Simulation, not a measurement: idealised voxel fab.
Herein follows the process module entitled voxel transistor to metal.
The cross-section on display is named cut; it measures 280 nm wide, and its cells are 5 nm squares.
If you're reading a cross-section in this doc, picture square cells in a grid; it comes to you as bands, top ones listed first down to the bottom, and a band can be one or more rows of cells.
Band: top and bottom heights (nm) first, top before bottom; then materials from left to right, widths in nm. "all across" marks a sole material filling the band edge to edge. "air" denotes empty space.
A quick word on heights: they are counted from 0, and under that level the wafer as it came to us is one material throughout. The lowest band is different from the rest in having no bottom; it simply continues downward, written as in "top 0, no bottom".
Per-row width for "30->40": begins at first number (top row of band), ends at second number (bottom row), increment between rows held constant.
Any step labelled "remained the same" changed none of the cells in the cross-section.
"Enclosed voids" contains a list of empty spaces, each no smaller than 8 cells and without an open way to the top, written in the form width x height at distance with the distance from the left edge and all three in nm.
Where a step's line continues beyond its settings, the continuation is a remark by the simulator itself on that step.
You can add "overlay nm" to a step's line. For a step with a mask, it describes how far the mask lay to the right of its planned position, and a negative number describes a lay to the left.

-- Process steps - plan
1 RECEIVE, material Si
2 CONFORMAL_DEP, material SiO2, thk nm 5
3 CONFORMAL_DEP, material SiN, thk nm 15
4 DIRECTIONAL_DEP, material aC, thk nm 10
5 PATTERN, tone cover, mask id ACTIVE, material resist, width nm 95, pitch nm 125, thk nm 25, overlay nm 0
6 DIRECTIONAL_ETCH, etch materials aC, depth nm 10
7 STRIP, etch materials resist
8 DIRECTIONAL_ETCH, etch materials SiN, depth nm 15
9 DIRECTIONAL_ETCH, etch materials SiO2, depth nm 5
10 DIRECTIONAL_ETCH, etch materials Si, depth nm 30
11 STRIP, etch materials aC
12 FILL_DEP, material SiO2, thk nm 5
13 CMP, height nm 20
14 SELECTIVE_ETCH, etch materials SiO2, depth nm 15
15 STRIP, etch materials SiN
16 SELECTIVE_ETCH, etch materials SiO2, depth nm 5
17 OXIDIZE, depth nm 5
18 DIRECTIONAL_DEP, material polySi, thk nm 30
19 DIRECTIONAL_DEP, material SiCN, thk nm 15
20 PATTERN, tone cover, mask id GATE, material resist, width nm 25, pitch nm 125, thk nm 15, overlay nm 0
21 DIRECTIONAL_ETCH, etch materials SiCN, depth nm 25
22 DIRECTIONAL_ETCH, etch materials polySi, depth nm 40
23 STRIP, etch materials resist
24 CONFORMAL_DEP, material SiO2, thk nm 5
25 DIRECTIONAL_ETCH, etch materials SiO2, depth nm 5
26 CONFORMAL_DEP, material SiN, thk nm 10
27 DIRECTIONAL_ETCH, etch materials SiN, depth nm 10
28 DIRECTIONAL_ETCH, etch materials SiO2, depth nm 5
29 DIRECTIONAL_ETCH, etch materials Si, depth nm 15
30 EPI, material SiGe, thk nm 20
31 FILL_DEP, material SiO2, thk nm 10
32 CMP, height nm 45
33 DIRECTIONAL_DEP, material SiO2, thk nm 10
34 DIRECTIONAL_DEP, material aC, thk nm 10
35 PATTERN, tone open, mask id CONTACT, material resist, width nm 30, thk nm 25, overlay nm 0
36 DIRECTIONAL_ETCH, etch materials aC, depth nm 10
37 STRIP, etch materials resist
38 DIRECTIONAL_ETCH, etch materials SiO2, depth nm 40
39 STRIP, etch materials aC
40 CONFORMAL_DEP, material TiN, thk nm 5
41 FILL_DEP, material W, thk nm 10
42 CMP, height nm 55
43 DIRECTIONAL_DEP, material TiN, thk nm 5
44 DIRECTIONAL_DEP, material Ru, thk nm 20
45 DIRECTIONAL_DEP, material aC, thk nm 10
46 PATTERN, tone cover, mask id METAL_1, material resist, width nm 20, thk nm 25, overlay nm 0
47 DIRECTIONAL_ETCH, etch materials aC, depth nm 10
48 STRIP, etch materials resist
49 DIRECTIONAL_ETCH, etch materials Ru, depth nm 20
50 DIRECTIONAL_ETCH, etch materials TiN, depth nm 5
51 STRIP, etch materials aC
52 FILL_DEP, material SiO2, thk nm 5
53 CMP, height nm 80
54 CONFORMAL_DEP, material SiN, thk nm 5
Don't read the plan's width nm for step 5 as applying to every wafer: that's the first wafer's value, and the wafers differ in it, though they all start identical.

-- Cross-section of the first of several wafers on receipt, reflecting completion of step 1
	top 0, no bottom | Si all across
	Enclosed voids: none

-- First of several wafers, sectioned at end of module (last step: step 54)
	top 85, bottom 80 | SiN all across
	top 80, bottom 60 | SiO2=30, Ru=20, SiO2=55, Ru=20, SiO2=30, Ru=20, SiO2=55, Ru=20, SiO2=30
	top 60, bottom 55 | SiO2=30, TiN=20, SiO2=55, TiN=20, SiO2=30, TiN=20, SiO2=55, TiN=20, SiO2=30
	top 55, bottom 45 | SiO2=30, TiN=5, W=20->10, TiN=5->15, SiO2=35, TiN=5->15, W=20->10, TiN=5, SiO2=30, TiN=5, W=20->10, TiN=5->15, SiO2=35, TiN=5->15, W=20->10, TiN=5, SiO2=30
	top 45, bottom 30 | SiO2=30, TiN=5, W=10, TiN=5, SiN=10, SiO2=5, SiCN=25, SiO2=5, SiN=10, TiN=5, W=10, TiN=5, SiO2=30, TiN=5, W=10, TiN=5, SiN=10, SiO2=5, SiCN=25, SiO2=5, SiN=10, TiN=5, W=10, TiN=5, SiO2=30
	top 30, bottom 20 | SiO2=30, TiN=5, W=10, TiN=5, SiN=10, SiO2=5, polySi=25, SiO2=5, SiN=10, TiN=5, W=10, TiN=5, SiO2=30, TiN=5, W=10, TiN=5, SiN=10, SiO2=5, polySi=25, SiO2=5, SiN=10, TiN=5, W=10, TiN=5, SiO2=30
	top 20, bottom 15 | SiO2=30, TiN=20, SiN=10, SiO2=5, polySi=25, SiO2=5, SiN=10, TiN=20, SiO2=30, TiN=20, SiN=10, SiO2=5, polySi=25, SiO2=5, SiN=10, TiN=20, SiO2=30
	top 15, bottom 0 | SiO2=30, SiGe=20, SiN=10, SiO2=5, polySi=25, SiO2=5, SiN=10, SiGe=20, SiO2=30, SiGe=20, SiN=10, SiO2=5, polySi=25, SiO2=5, SiN=10, SiGe=20, SiO2=30
	top 0, bottom -5 | SiO2=25, SiGe=25, SiO2=55, SiGe=25, SiO2=20, SiGe=25, SiO2=55, SiGe=25, SiO2=25
	top -5, bottom -20 | SiO2=30, SiGe=20, Si=55, SiGe=20, SiO2=30, SiGe=20, Si=55, SiGe=20, SiO2=30
	top -20, bottom -30 | SiO2=30, Si=95, SiO2=30, Si=95, SiO2=30
	top -30, no bottom | Si all across
	Enclosed voids: none

-- Last wafer x-sec, end of module
	top 85, bottom 80 | SiN all across
	top 80, bottom 60 | SiO2=30, Ru=20, SiO2=55, Ru=20, SiO2=30, Ru=20, SiO2=55, Ru=20, SiO2=30
	top 60, bottom 55 | SiO2=30, TiN=20, SiO2=55, TiN=20, SiO2=30, TiN=20, SiO2=55, TiN=20, SiO2=30
	top 55, bottom 45 | SiO2=30, TiN=5, W=20->10, TiN=5->15, SiO2=35, TiN=5->15, W=20->10, TiN=5, SiO2=30, TiN=5, W=20->10, TiN=5->15, SiO2=35, TiN=5->15, W=20->10, TiN=5, SiO2=30
	top 45, bottom 30 | SiO2=30, TiN=5, W=10, TiN=5, SiN=10, SiO2=5, SiCN=25, SiO2=5, SiN=10, TiN=5, W=10, TiN=5, SiO2=30, TiN=5, W=10, TiN=5, SiN=10, SiO2=5, SiCN=25, SiO2=5, SiN=10, TiN=5, W=10, TiN=5, SiO2=30
	top 30, bottom 20 | SiO2=30, TiN=5, W=10, TiN=5, SiN=10, SiO2=5, polySi=25, SiO2=5, SiN=10, TiN=5, W=10, TiN=5, SiO2=30, TiN=5, W=10, TiN=5, SiN=10, SiO2=5, polySi=25, SiO2=5, SiN=10, TiN=5, W=10, TiN=5, SiO2=30
	top 20, bottom 15 | SiO2=30, TiN=20, SiN=10, SiO2=5, polySi=25, SiO2=5, SiN=10, TiN=20, SiO2=30, TiN=20, SiN=10, SiO2=5, polySi=25, SiO2=5, SiN=10, TiN=20, SiO2=30
	top 15, bottom 0 | SiO2=30, SiGe=20, SiN=10, SiO2=5, polySi=25, SiO2=5, SiN=10, SiGe=20, SiO2=30, SiGe=20, SiN=10, SiO2=5, polySi=25, SiO2=5, SiN=10, SiGe=20, SiO2=30
	top 0, bottom -5 | SiO2=20, SiGe=30, SiO2=55, SiGe=35, SiO2=5, SiGe=30, SiO2=55, SiGe=35, SiO2=15
	top -5, bottom -20 | SiO2=25, SiGe=25, Si=55, SiGe=30, SiO2=15, SiGe=25, Si=55, SiGe=30, SiO2=20
	top -20, bottom -30 | SiO2=25, Si=110, SiO2=15, Si=110, SiO2=20
	top -30, no bottom | Si all across
	Enclosed voids: none

-- Below: a row per wafer. Contents at end of module: for every material, cells gained since receipt (+) or lost since receipt (-); then closed voids
width nm 95 | +64 Ru | -194 Si | +30 SiCN | +116 SiGe | +128 SiN | +588 SiO2 | +96 TiN | +64 W | +60 polySi | Enclosed voids: none
width nm 100 | +64 Ru | -190 Si | +30 SiCN | +124 SiGe | +128 SiN | +576 SiO2 | +96 TiN | +64 W | +60 polySi | Enclosed voids: none
width nm 105 | +64 Ru | -186 Si | +30 SiCN | +132 SiGe | +128 SiN | +564 SiO2 | +96 TiN | +64 W | +60 polySi | Enclosed voids: none
width nm 110 | +64 Ru | -182 Si | +30 SiCN | +140 SiGe | +128 SiN | +552 SiO2 | +96 TiN | +64 W | +60 polySi | Enclosed voids: none
